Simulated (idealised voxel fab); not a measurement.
voxel self aligned vias: a process module
Displayed cross-section: cut, width of 270 nm, square cells sized 5 nm.
Format of a cross-section: grid, square cells. Given as bands. Order: top down. Band: one or more rows of cells.
Band entry format. Leading values: height of top, height of bottom, nm. Remainder: materials in left-to-right order, each with its width in nm. Special words: "everywhere" on a single material, which then fills the band edge to edge; "blank", empty space.
Beneath 0, the wafer as received is one material, and that level is where height counting begins. The lowest band goes on downward without a bottom; it is written like "top 0, no bottom".
Per-row width for "30..40": begins at first number (top row of band), ends at second number (bottom row), increment between rows held constant.
For the purposes of this document, the phrase "nothing different" attached to a step denotes that no cell within the cross-section was modified by that step.
Look at "Sealed void listing" for the closed voids: empty spaces with no open path to the top, sized 8 cells or up. Each is width x height at distance, distance from the left edge, all nm.
Step line, after settings: the simulator's comment on this step.
"overlay nm" answers the question of how far to the right of plan the mask lay on a step that has a mask, and when it is negative the answer is to the left.
# Process steps (planned)
1 RECEIVE, material Si
2 CONFORMAL_DEP, material SiO2, thk nm 15
3 CONFORMAL_DEP, material SiCN, thk nm 5
4 DIRECTIONAL_DEP, material lowk, thk nm 30
5 DIRECTIONAL_DEP, material aC, thk nm 10
6 PATTERN, tone open, mask id LINES, material resist, width nm 20, pitch nm 50, thk nm 30, overlay nm -15
7 DIRECTIONAL_ETCH, etch materials aC, depth nm 10
8 STRIP, etch materials resist
9 DIRECTIONAL_ETCH, etch materials lowk, depth nm 30
10 STRIP, etch materials aC
11 CONFORMAL_DEP, material TiN, thk nm 5
12 FILL_DEP, material Ru, thk nm 10
13 CMP, height nm 50
14 SELECTIVE_ETCH, etch materials W Ru TiN, depth nm 10
15 FILL_DEP, material SiN, thk nm 5
16 CMP, height nm 50
17 DIRECTIONAL_DEP, material lowk, thk nm 20
18 DIRECTIONAL_DEP, material aC, thk nm 15
19 PATTERN, tone open, mask id VIAS, material resist, width nm 30, pitch nm 50, thk nm 35, overlay nm 0
20 DIRECTIONAL_ETCH, etch materials aC, depth nm 15
21 STRIP, etch materials resist
22 DIRECTIONAL_ETCH, etch materials lowk, depth nm 20
23 DIRECTIONAL_ETCH, etch materials SiN, depth nm 10
24 STRIP, etch materials aC
25 CONFORMAL_DEP, material TiN, thk nm 5
26 FILL_DEP, material W, thk nm 10
27 CMP, height nm 70
28 CONFORMAL_DEP, material SiN, thk nm 5
The wafers are alike at the start. At step 6, their overlay nm differs. The plan lists the first wafer's value.
# This is how the first of several wafers looked in cross-section when it arrived, which is after step 1
	top 0, no bottom  Si everywhere
	Sealed void listing: none
# Cross-section of the first of several wafers, taken after step 28, where the module ends
	top 75, bottom 70  SiN everywhere
	top 70, bottom 55  95 lowk, then 5 TiN, then 20 W, then 5 TiN, then 20 lowk, then 5 TiN, then 20 W, then 5 TiN, then 95 lowk
	top 55, bottom 50  95 lowk, then 30 TiN, then 20 lowk, then 30 TiN, then 95 lowk
	top 50, bottom 40  85 lowk, then 10 SiN, then 10 TiN, then 30 lowk, then 10 SiN, then 10 TiN, then 115 lowk
	top 40, bottom 25  85 lowk, then 5 TiN, then 10 Ru, then 5 TiN, then 30 lowk, then 5 TiN, then 10 Ru, then 5 TiN, then 115 lowk
	top 25, bottom 20  85 lowk, then 20 TiN, then 30 lowk, then 20 TiN, then 115 lowk
	top 20, bottom 15  SiCN everywhere
	top 15, bottom 0  SiO2 everywhere
	top 0, no bottom  Si everywhere
	Sealed void listing: none
# Cross-sectional depiction of the last of several wafers upon completion of the module
	top 75, bottom 70  SiN everywhere
	top 70, bottom 55  95 lowk, then 5 TiN, then 20 W, then 5 TiN, then 20 lowk, then 5 TiN, then 20 W, then 5 TiN, then 95 lowk
	top 55, bottom 50  95 lowk, then 30 TiN, then 20 lowk, then 30 TiN, then 95 lowk
	top 50, bottom 40  115 lowk, then 10 TiN, then 10 SiN, then 30 lowk, then 10 TiN, then 10 SiN, then 85 lowk
	top 40, bottom 25  115 lowk, then 5 TiN, then 10 Ru, then 5 TiN, then 30 lowk, then 5 TiN, then 10 Ru, then 5 TiN, then 85 lowk
	top 25, bottom 20  115 lowk, then 20 TiN, then 30 lowk, then 20 TiN, then 85 lowk
	top 20, bottom 15  SiCN everywhere
	top 15, bottom 0  SiO2 everywhere
	top 0, no bottom  Si everywhere
	Sealed void listing: none
# Per wafer (row), end of module: delta in cells per material since receipt, (+) for gained, (-) for lost; closed voids after that
overlay nm -15; +12 Ru; +54 SiCN; +62 SiN; +162 SiO2; +52 TiN; +24 W; +444 lowk; Sealed void listing: none
overlay nm -10; +12 Ru; +54 SiCN; +58 SiN; +162 SiO2; +52 TiN; +28 W; +444 lowk; Sealed void listing: none
overlay nm -5; +12 Ru; +54 SiCN; +54 SiN; +162 SiO2; +52 TiN; +32 W; +444 lowk; Sealed void listing: none
overlay nm 0; +12 Ru; +54 SiCN; +54 SiN; +162 SiO2; +52 TiN; +32 W; +444 lowk; Sealed void listing: none
overlay nm 5; +12 Ru; +54 SiCN; +54 SiN; +162 SiO2; +52 TiN; +32 W; +444 lowk; Sealed void listing: none
overlay nm 10; +12 Ru; +54 SiCN; +58 SiN; +162 SiO2; +52 TiN; +28 W; +444 lowk; Sealed void listing: none
overlay nm 15; +12 Ru; +54 SiCN; +62 SiN; +162 SiO2; +52 TiN; +24 W; +444 lowk; Sealed void listing: none
